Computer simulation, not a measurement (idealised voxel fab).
process module | voxel gate over fins
cross-section cut | 300 nm wide | cells 5 nm
A cross-section is a grid of square cells, given in bands from the top down. A band is one or more rows of cells.
Each band's line starts with the height of the band's top and of its bottom, in nm. Then come its materials from left to right, each with its width in nm. One material with "throughout" fills the band from edge to edge. "air" is empty space.
Height 0 is the level under which the wafer as received is all one material. The lowest band goes on downwards, as in "0 down".
A width such as "30 to 40" changes by the same amount from each row of cells to the next, from the band's top row to its bottom row.
"no change" after a step means that no cell of the cross-section changed.
closed voids: empty space of 8 cells or more with no open way to the top, each as width x height at its distance from the left edge, in nm
after a step's settings: what the simulator itself notes on the step
overlay nm, on a step with a mask: how far to the right of its planned place the mask lay; to the left if negative
plan
1 op RECEIVE | material Si
2 op CONFORMAL_DEP | material SiN | thk nm 5
3 op MASKED_ETCH | tone cover | mask id FINS | width nm 15 | pitch nm 45 | etch materials SiN | depth nm 5 | overlay nm 0
4 op MASKED_ETCH | tone cover | mask id FINS | width nm 15 | pitch nm 45 | etch materials Si | depth nm 35 | overlay nm 0
5 op FILL_DEP | material SiO2 | thk nm 5
6 op CMP | height nm 5
7 op SELECTIVE_ETCH | etch materials SiO2 | depth nm 20
8 op STRIP | etch materials SiN
9 op CONFORMAL_DEP | material HfO2 | thk nm 5
10 op CONFORMAL_DEP | material TiN | thk nm 5
11 op CONFORMAL_DEP | material TiAl | thk nm 5
12 op CONFORMAL_DEP | material TiN | thk nm 5
13 op FILL_DEP | material W | thk nm 10
14 op CMP | height nm 25
15 op CONFORMAL_DEP | material SiCN | thk nm 5
first wafer, as planned
as received, after step 1
  0 down: Si throughout
  closed voids: none
after step 2
  5 to 0: SiN throughout
  below 0: unchanged
after step 3
  5 to 0: air 120 | SiN 15 | air 30 | SiN 15 | air 120
  below 0: unchanged
after step 4
  5 to 0: air 120 | SiN 15 | air 30 | SiN 15 | air 120
  0 to -35: air 120 | Si 15 | air 30 | Si 15 | air 120
  below -35: unchanged
after step 5
  10 to 5: SiO2 throughout
  5 to 0: SiO2 120 | SiN 15 | SiO2 30 | SiN 15 | SiO2 120
  0 to -35: SiO2 120 | Si 15 | SiO2 30 | Si 15 | SiO2 120
  below -35: unchanged
after step 6
  5 to 0: SiO2 120 | SiN 15 | SiO2 30 | SiN 15 | SiO2 120
  below 0: unchanged
after step 7
  5 to 0: air 120 | SiN 15 | air 30 | SiN 15 | air 120
  0 to -15: air 120 | Si 15 | air 30 | Si 15 | air 120
  below -15: unchanged
after step 8
  0 to -15: air 120 | Si 15 | air 30 | Si 15 | air 120
  below -15: unchanged
after step 9
  5 to 0: air 115 | HfO2 25 | air 20 | HfO2 25 | air 115
  0 to -10: air 115 | HfO2 5 | Si 15 | HfO2 5 | air 20 | HfO2 5 | Si 15 | HfO2 5 | air 115
  -10 to -15: HfO2 120 | Si 15 | HfO2 30 | Si 15 | HfO2 120
  below -15: unchanged
after step 10
  10 to 5: air 110 | TiN 35 | air 10 | TiN 35 | air 110
  5 to 0: air 110 | TiN 5 | HfO2 25 | TiN 5 | air 10 | TiN 5 | HfO2 25 | TiN 5 | air 110
  0 to -5: air 110 | TiN 5 | HfO2 5 | Si 15 | HfO2 5 | TiN 5 | air 10 | TiN 5 | HfO2 5 | Si 15 | HfO2 5 | TiN 5 | air 110
  -5 to -10: TiN 115 | HfO2 5 | Si 15 | HfO2 5 | TiN 20 | HfO2 5 | Si 15 | HfO2 5 | TiN 115
  below -10: unchanged
after step 11
  15 to 10: air 105 | TiAl 90 | air 105
  10 to 5: air 105 | TiAl 5 | TiN 35 | TiAl 10 | TiN 35 | TiAl 5 | air 105
  5 to 0: air 105 | TiAl 5 | TiN 5 | HfO2 25 | TiN 5 | TiAl 10 | TiN 5 | HfO2 25 | TiN 5 | TiAl 5 | air 105
  0 to -5: TiAl 110 | TiN 5 | HfO2 5 | Si 15 | HfO2 5 | TiN 5 | TiAl 10 | TiN 5 | HfO2 5 | Si 15 | HfO2 5 | TiN 5 | TiAl 110
  below -5: unchanged
after step 12
  20 to 15: air 100 | TiN 100 | air 100
  15 to 10: air 100 | TiN 5 | TiAl 90 | TiN 5 | air 100
  10 to 5: air 100 | TiN 5 | TiAl 5 | TiN 35 | TiAl 10 | TiN 35 | TiAl 5 | TiN 5 | air 100
  5 to 0: TiN 105 | TiAl 5 | TiN 5 | HfO2 25 | TiN 5 | TiAl 10 | TiN 5 | HfO2 25 | TiN 5 | TiAl 5 | TiN 105
  below 0: unchanged
after step 13
  30 to 20: W throughout
  20 to 15: W 100 | TiN 100 | W 100
  15 to 10: W 100 | TiN 5 | TiAl 90 | TiN 5 | W 100
  10 to 5: W 100 | TiN 5 | TiAl 5 | TiN 35 | TiAl 10 | TiN 35 | TiAl 5 | TiN 5 | W 100
  below 5: unchanged
after step 14
  25 to 20: W throughout
  below 20: unchanged
after step 15
  30 to 25: SiCN throughout
  below 25: unchanged
second wafer: like start, like plan, one mistake. Through step 6 it matches the first wafer
when step 7 should have ended
  5 to 0: SiO2 120 | air 15 | SiO2 30 | air 15 | SiO2 120
  below 0: unchanged
when step 8 should have ended
  0 to -15: air 120 | Si 15 | air 30 | Si 15 | air 120
  -15 to -20: SiO2 100 | air 20 | Si 15 | air 30 | Si 15 | air 20 | SiO2 100
  below -20: unchanged
when step 9 should have ended
  5 to 0: air 115 | HfO2 25 | air 20 | HfO2 25 | air 115
  0 to -10: air 115 | HfO2 5 | Si 15 | HfO2 5 | air 20 | HfO2 5 | Si 15 | HfO2 5 | air 115
  -10 to -15: HfO2 105 | air 10 | HfO2 5 | Si 15 | HfO2 5 | air 20 | HfO2 5 | Si 15 | HfO2 5 | air 10 | HfO2 105
  -15 to -20: SiO2 100 | HfO2 20 | Si 15 | HfO2 30 | Si 15 | HfO2 20 | SiO2 100
  below -20: unchanged
when step 10 should have ended
  10 to 5: air 110 | TiN 35 | air 10 | TiN 35 | air 110
  5 to 0: air 110 | TiN 5 | HfO2 25 | TiN 5 | air 10 | TiN 5 | HfO2 25 | TiN 5 | air 110
  0 to -5: air 110 | TiN 5 | HfO2 5 | Si 15 | HfO2 5 | TiN 5 | air 10 | TiN 5 | HfO2 5 | Si 15 | HfO2 5 | TiN 5 | air 110
  -5 to -10: TiN 115 | HfO2 5 | Si 15 | HfO2 5 | TiN 5 | air 10 | TiN 5 | HfO2 5 | Si 15 | HfO2 5 | TiN 115
  -10 to -15: HfO2 105 | TiN 10 | HfO2 5 | Si 15 | HfO2 5 | TiN 20 | HfO2 5 | Si 15 | HfO2 5 | TiN 10 | HfO2 105
  below -15: unchanged
when step 11 should have ended
  15 to 10: air 105 | TiAl 90 | air 105
  10 to 5: air 105 | TiAl 5 | TiN 35 | TiAl 10 | TiN 35 | TiAl 5 | air 105
  5 to 0: air 105 | TiAl 5 | TiN 5 | HfO2 25 | TiN 5 | TiAl 10 | TiN 5 | HfO2 25 | TiN 5 | TiAl 5 | air 105
  0 to -5: TiAl 110 | TiN 5 | HfO2 5 | Si 15 | HfO2 5 | TiN 5 | TiAl 10 | TiN 5 | HfO2 5 | Si 15 | HfO2 5 | TiN 5 | TiAl 110
  -5 to -10: TiN 115 | HfO2 5 | Si 15 | HfO2 5 | TiN 5 | TiAl 10 | TiN 5 | HfO2 5 | Si 15 | HfO2 5 | TiN 115
  below -10: unchanged
when step 12 should have ended
  20 to 15: air 100 | TiN 100 | air 100
  15 to 10: air 100 | TiN 5 | TiAl 90 | TiN 5 | air 100
  10 to 5: air 100 | TiN 5 | TiAl 5 | TiN 35 | TiAl 10 | TiN 35 | TiAl 5 | TiN 5 | air 100
  5 to 0: TiN 105 | TiAl 5 | TiN 5 | HfO2 25 | TiN 5 | TiAl 10 | TiN 5 | HfO2 25 | TiN 5 | TiAl 5 | TiN 105
  below 0: unchanged
when step 13 should have ended
  30 to 20: W throughout
  20 to 15: W 100 | TiN 100 | W 100
  15 to 10: W 100 | TiN 5 | TiAl 90 | TiN 5 | W 100
  10 to 5: W 100 | TiN 5 | TiAl 5 | TiN 35 | TiAl 10 | TiN 35 | TiAl 5 | TiN 5 | W 100
  below 5: unchanged
when step 14 should have ended
  25 to 20: W throughout
  below 20: unchanged
when step 15 should have ended
  30 to 25: SiCN throughout
  below 25: unchanged
what went wrong: steps 7 and 8 were swapped
at the end the second wafer has, in cells: 6 more of HfO2 | 14 fewer of SiO2 | 2 more of TiAl | 6 more of TiN
